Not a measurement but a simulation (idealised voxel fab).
This section sets out a process module, namely voxel wiring stack.
cross-section cut | 180 nm wide | cells 5 nm
A cross-section is a grid of square cells, given in bands from the top down. A band is one or more rows of cells.
Quick guide to a band line: top height, bottom height (nm) up front; then every material left to right with its width in nm. Only one material and it's marked "everywhere"? Then it fills the band edge to edge. And "air" just means empty space.
The reference from which all heights are counted is 0, the level beneath which the as-received wafer is entirely one material; the lowest band, having no lower bound, proceeds downward and is written after the example "z 0 and below".
Graded width ("30..40"): value in top row of band = first number; value in bottom row = second number; row-to-row change constant.
It should be understood that the words "nothing changed", when stated for a given step, signify that the cross-section underwent no change in any of its cells during that step.
Look at "Enclosed void catalog" for the closed voids: empty spaces with no open path to the top, sized 8 cells or up. Each is width x height at distance, distance from the left edge, all nm.
The remark found on a step's line after its settings is issued by the simulator itself and pertains to that step.
"overlay nm" on a masked step: distance the mask lay right of its planned place, negative for left.
### Steps in the process plan
- 1: RECEIVE: material Si
- 2: CONFORMAL_DEP: material SiO2, thk nm 15
- 3: DIRECTIONAL_DEP: material TiN, thk nm 5
- 4: DIRECTIONAL_DEP: material W, thk nm 20
- 5: DIRECTIONAL_DEP: material aC, thk nm 10
- 6: PATTERN: tone cover, mask id METAL_1, material resist, width nm 30, pitch nm 60, thk nm 25, overlay nm 0
- 7: DIRECTIONAL_ETCH: etch materials aC, depth nm 10
- 8: STRIP: etch materials resist
- 9: DIRECTIONAL_ETCH: etch materials W, depth nm 10
- 10: DIRECTIONAL_ETCH: etch materials TiN, depth nm 5
- 11: STRIP: etch materials aC
- 12: FILL_DEP: material lowk, thk nm 5
- 13: CMP: height nm 40
- 14: CONFORMAL_DEP: material SiCN, thk nm 5
- 15: DIRECTIONAL_DEP: material SiO2, thk nm 20
- 16: DIRECTIONAL_DEP: material aC, thk nm 15
- 17: PATTERN: tone open, mask id PLUG_1, material resist, width nm 15, pitch nm 60, thk nm 35, overlay nm 0
- 18: DIRECTIONAL_ETCH: etch materials aC, depth nm 15
- 19: STRIP: etch materials resist
- 20: DIRECTIONAL_ETCH: etch materials SiO2, depth nm 20
- 21: DIRECTIONAL_ETCH: etch materials SiCN, depth nm 5
- 22: STRIP: etch materials aC
- 23: EPI: material Ru, thk nm 10
- 24: EPI: material Ru, thk nm 10
- 25: EPI: material Ru, thk nm 5
- 26: DIRECTIONAL_DEP: material TiN, thk nm 5
- 27: DIRECTIONAL_DEP: material Ru, thk nm 15
- 28: MASKED_ETCH: tone cover, mask id METAL_2, width nm 30, pitch nm 60, etch materials Ru, depth nm 15, overlay nm 0
- 29: MASKED_ETCH: tone cover, mask id METAL_2, width nm 30, pitch nm 60, etch materials TiN, depth nm 5, overlay nm 0
- 30: CONFORMAL_DEP: material SiCN, thk nm 5
- 31: FILL_DEP: material lowk, thk nm 5
- 32: CMP: height nm 85
- 33: CONFORMAL_DEP: material SiCN, thk nm 5
Don't read the plan's depth nm for step 9 as applying to every wafer: that's the first wafer's value, and the wafers differ in it, though they all start identical.
### Incoming state of the first of several wafers in cross-section: after step 1
- z 0 and below | Si everywhere
- Enclosed void catalog: none
### The rows of the table below are wafers. Looking at the end of the module, a row counts, for every material, the cells the wafer has gained, shown as (+), or lost, shown as (-), since it was received; its closed voids come next
depth nm 10; +99 Ru; +99 SiCN; +216 SiO2; +54 TiN; +108 W; +72 lowk; Enclosed void catalog: none
depth nm 15; +99 Ru; +99 SiCN; +216 SiO2; +54 TiN; +90 W; +90 lowk; Enclosed void catalog: none
depth nm 20; +99 Ru; +99 SiCN; +216 SiO2; +36 TiN; +72 W; +126 lowk; Enclosed void catalog: none
depth nm 25; +99 Ru; +99 SiCN; +216 SiO2; +36 TiN; +72 W; +126 lowk; Enclosed void catalog: none
depth nm 30; +99 Ru; +99 SiCN; +216 SiO2; +36 TiN; +72 W; +126 lowk; Enclosed void catalog: none
depth nm 35; +99 Ru; +99 SiCN; +216 SiO2; +36 TiN; +72 W; +126 lowk; Enclosed void catalog: none
